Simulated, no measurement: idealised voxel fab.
process module | voxel transistor to metal
cross-section cut | 200 nm wide | cells 5 nm
A cross-section is a grid of square cells, given in bands from the top down. A band is one or more rows of cells.
Each band's line starts with the height of the band's top and of its bottom, in nm. Then come its materials from left to right, each with its width in nm. One material with "throughout" fills the band from edge to edge. "air" is empty space.
Height 0 is the level under which the wafer as received is all one material. The lowest band goes on downwards, as in "0 down".
A width such as "30 to 40" changes by the same amount from each row of cells to the next, from the band's top row to its bottom row.
"no change" after a step means that no cell of the cross-section changed.
closed voids: empty space of 8 cells or more with no open way to the top, each as width x height at its distance from the left edge, in nm
after a step's settings: what the simulator itself notes on the step
overlay nm, on a step with a mask: how far to the right of its planned place the mask lay; to the left if negative
plan
1 op RECEIVE | material Si
2 op CONFORMAL_DEP | material SiO2 | thk nm 5
3 op CONFORMAL_DEP | material SiN | thk nm 15
4 op MASKED_ETCH | tone cover | mask id ACTIVE | width nm 85 | etch materials SiN | depth nm 15 | overlay nm 0
5 op MASKED_ETCH | tone cover | mask id ACTIVE | width nm 85 | etch materials SiO2 | depth nm 5 | overlay nm 0
6 op MASKED_ETCH | tone cover | mask id ACTIVE | width nm 85 | etch materials Si | depth nm 25 | overlay nm 0
7 op OXIDIZE | depth nm 5
8 op FILL_DEP | material SiO2 | thk nm 15
9 op CMP | height nm 20
10 op SELECTIVE_ETCH | etch materials SiO2 | depth nm 10
11 op STRIP | etch materials SiN
12 op SELECTIVE_ETCH | etch materials SiO2 | depth nm 5
13 op OXIDIZE | depth nm 5
14 op DIRECTIONAL_DEP | material polySi | thk nm 30
15 op DIRECTIONAL_DEP | material SiCN | thk nm 15
16 op DIRECTIONAL_DEP | material aC | thk nm 10
17 op PATTERN | tone cover | mask id GATE | material resist | width nm 15 | thk nm 25 | overlay nm 0
18 op DIRECTIONAL_ETCH | etch materials aC | depth nm 10
19 op STRIP | etch materials resist
20 op DIRECTIONAL_ETCH | etch materials SiCN | depth nm 25
21 op DIRECTIONAL_ETCH | etch materials polySi | depth nm 40
22 op STRIP | etch materials aC
23 op CONFORMAL_DEP | material SiO2 | thk nm 5
24 op DIRECTIONAL_ETCH | etch materials SiO2 | depth nm 5
25 op CONFORMAL_DEP | material SiN | thk nm 10
26 op DIRECTIONAL_ETCH | etch materials SiN | depth nm 10
27 op DIRECTIONAL_ETCH | etch materials SiO2 | depth nm 5
28 op DIRECTIONAL_ETCH | etch materials Si | depth nm 15
29 op EPI | material nSi | thk nm 15
30 op FILL_DEP | material SiO2 | thk nm 5
31 op CMP | height nm 45
32 op DIRECTIONAL_DEP | material SiO2 | thk nm 10
33 op DIRECTIONAL_DEP | material aC | thk nm 10
34 op PATTERN | tone open | mask id CONTACT | material resist | width nm 15 | pitch nm 60 | thk nm 30 | overlay nm 0
35 op DIRECTIONAL_ETCH | etch materials aC | depth nm 10
36 op STRIP | etch materials resist
37 op DIRECTIONAL_ETCH | etch materials SiO2 | depth nm 45
38 op STRIP | etch materials aC
39 op CONFORMAL_DEP | material TiN | thk nm 5
40 op FILL_DEP | material W | thk nm 10
41 op CMP | height nm 55
42 op CONFORMAL_DEP | material SiCN | thk nm 5
43 op DIRECTIONAL_DEP | material SiO2 | thk nm 15
44 op PATTERN | tone open | mask id METAL_1 | material resist | width nm 15 | pitch nm 60 | thk nm 15 | overlay nm 0
45 op DIRECTIONAL_ETCH | etch materials SiO2 | depth nm 15
46 op DIRECTIONAL_ETCH | etch materials SiCN | depth nm 5
47 op STRIP | etch materials resist
48 op CONFORMAL_DEP | material TiN | thk nm 5
49 op FILL_DEP | material W | thk nm 10
50 op CMP | height nm 75
51 op CONFORMAL_DEP | material SiCN | thk nm 5
52 op DIRECTIONAL_DEP | material SiO2 | thk nm 25
53 op PATTERN | tone open | mask id METAL_2 | material resist | width nm 15 | pitch nm 60 | thk nm 20 | overlay nm 0
54 op DIRECTIONAL_ETCH | etch materials SiO2 | depth nm 15
55 op STRIP | etch materials resist
56 op PATTERN | tone open | mask id METAL_2_HOLES | material resist | width nm 15 | pitch nm 60 | thk nm 20 | overlay nm 0
57 op DIRECTIONAL_ETCH | etch materials SiO2 | depth nm 10
58 op DIRECTIONAL_ETCH | etch materials SiCN | depth nm 5
59 op STRIP | etch materials resist
60 op CONFORMAL_DEP | material TiN | thk nm 5
61 op FILL_DEP | material Ru | thk nm 5
62 op CMP | height nm 105
63 op CONFORMAL_DEP | material SiCN | thk nm 5
as received, after step 1
  0 down: Si throughout
  closed voids: none
first wafer at the end, as planned
  110 to 105: SiCN throughout
  105 to 80: SiO2 60 | TiN 5 | Ru 5 | TiN 5 | SiO2 45 | TiN 5 | Ru 5 | TiN 5 | SiO2 65
  80 to 75: SiCN 60 | TiN 15 | SiCN 45 | TiN 15 | SiCN 65
  75 to 60: SiO2 60 | TiN 5 | W 5 | TiN 5 | SiO2 45 | TiN 5 | W 5 | TiN 5 | SiO2 65
  60 to 55: SiCN 60 | TiN 15 | SiCN 45 | TiN 15 | SiCN 65
  55 to 45: SiO2 60 | TiN 5 | W 5 | TiN 5 | SiO2 45 | TiN 5 | W 5 | TiN 5 | SiO2 65
  45 to 30: SiO2 60 | TiN 5 | W 5 | TiN 5 | SiN 10 | SiO2 5 | SiCN 15 | SiO2 5 | SiN 10 | TiN 5 | W 5 | TiN 5 | SiO2 65
  30 to 15: SiO2 60 | TiN 5 | W 5 | TiN 5 | SiN 10 | SiO2 5 | polySi 15 | SiO2 5 | SiN 10 | TiN 5 | W 5 | TiN 5 | SiO2 65
  15 to 10: SiO2 60 | TiN 15 | SiN 10 | SiO2 5 | polySi 15 | SiO2 5 | SiN 10 | TiN 15 | SiO2 65
  10 to 5: SiO2 60 | nSi 15 | SiN 10 | SiO2 5 | polySi 15 | SiO2 5 | SiN 10 | nSi 15 | SiO2 65
  5 to 0: SiO2 55 | SiN 10 | nSi 10 | SiN 10 | SiO2 5 | polySi 15 | SiO2 5 | SiN 10 | nSi 10 | SiN 10 | SiO2 60
  0 to -5: SiO2 65 | nSi 10 | SiO2 45 | nSi 10 | SiO2 70
  -5 to -20: SiO2 60 | Si 5 | nSi 10 | Si 45 | nSi 10 | Si 5 | SiO2 65
  -20 to -30: SiO2 60 | Si 75 | SiO2 65
  -30 down: Si throughout
  closed voids: none
second wafer at the end: like start, like plan, one mistake
  110 to 105: SiCN throughout
  105 to 80: SiO2 throughout
  80 to 75: SiCN throughout
  75 to 60: SiO2 60 | TiN 5 | W 5 | TiN 5 | SiO2 45 | TiN 5 | W 5 | TiN 5 | SiO2 65
  60 to 55: SiCN 60 | TiN 15 | SiCN 45 | TiN 15 | SiCN 65
  55 to 45: SiO2 60 | TiN 5 | W 5 | TiN 5 | SiO2 45 | TiN 5 | W 5 | TiN 5 | SiO2 65
  45 to 30: SiO2 60 | TiN 5 | W 5 | TiN 5 | SiN 10 | SiO2 5 | SiCN 15 | SiO2 5 | SiN 10 | TiN 5 | W 5 | TiN 5 | SiO2 65
  30 to 15: SiO2 60 | TiN 5 | W 5 | TiN 5 | SiN 10 | SiO2 5 | polySi 15 | SiO2 5 | SiN 10 | TiN 5 | W 5 | TiN 5 | SiO2 65
  15 to 10: SiO2 60 | TiN 15 | SiN 10 | SiO2 5 | polySi 15 | SiO2 5 | SiN 10 | TiN 15 | SiO2 65
  10 to 5: SiO2 60 | nSi 15 | SiN 10 | SiO2 5 | polySi 15 | SiO2 5 | SiN 10 | nSi 15 | SiO2 65
  5 to 0: SiO2 55 | SiN 10 | nSi 10 | SiN 10 | SiO2 5 | polySi 15 | SiO2 5 | SiN 10 | nSi 10 | SiN 10 | SiO2 60
  0 to -5: SiO2 65 | nSi 10 | SiO2 45 | nSi 10 | SiO2 70
  -5 to -20: SiO2 60 | Si 5 | nSi 10 | Si 45 | nSi 10 | Si 5 | SiO2 65
  -20 to -30: SiO2 60 | Si 75 | SiO2 65
  -30 down: Si throughout
  closed voids: none
what went wrong: step 52 was run twice
at the end the second wafer has, in cells: 10 fewer of Ru | 6 more of SiCN | 30 more of SiO2 | 26 fewer of TiN
